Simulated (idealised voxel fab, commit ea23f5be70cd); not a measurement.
process module | voxel double patterning
cross-section cut | 180 nm wide | cells 5 nm
A cross-section is a grid of square cells, given in bands from the top down. A band is one or more rows of cells.
Each band's line starts with the height of the band's top and of its bottom, in nm. Then come its materials from left to right, each with its width in nm. One material with "throughout" fills the band from edge to edge. "air" is empty space.
Height 0 is the level under which the wafer as received is all one material. The lowest band goes on downwards, as in "0 down".
A width such as "30 to 40" changes by the same amount from each row of cells to the next, from the band's top row to its bottom row.
"no change" after a step means that no cell of the cross-section changed.
closed voids: empty space of 8 cells or more with no open way to the top, each as width x height at its distance from the left edge, in nm
after a step's settings: what the simulator itself notes on the step
overlay nm, on a step with a mask: how far to the right of its planned place the mask lay; to the left if negative
plan
1 op RECEIVE | material Si
2 op CONFORMAL_DEP | material SiO2 | thk nm 10
3 op DIRECTIONAL_DEP | material polySi | thk nm 10
4 op DIRECTIONAL_DEP | material SiN | thk nm 10
5 op MASKED_ETCH | tone open | mask id FIRST | width nm 15 | pitch nm 50 | etch materials SiN | depth nm 10 | overlay nm 0
6 op DIRECTIONAL_DEP | material aC | thk nm 15
7 op PATTERN | tone open | mask id SECOND | material resist | width nm 15 | thk nm 35 | overlay nm 0
8 op DIRECTIONAL_ETCH | etch materials aC | depth nm 15
9 op STRIP | etch materials resist
10 op DIRECTIONAL_ETCH | etch materials SiN | depth nm 10
11 op STRIP | etch materials aC
12 op DIRECTIONAL_ETCH | etch materials polySi | depth nm 10
13 op STRIP | etch materials SiN
as received, after step 1
  0 down: Si throughout
  closed voids: none
a wafer at the end: this start, this plan, one mistake
  20 to 10: air 80 | polySi 15 | air 85
  10 to 0: SiO2 throughout
  0 down: Si throughout
  closed voids: none
what went wrong: step 7 ran as: op PATTERN | tone cover | mask id SECOND | material resist | width nm 15 | thk nm 35 | overlay nm 0
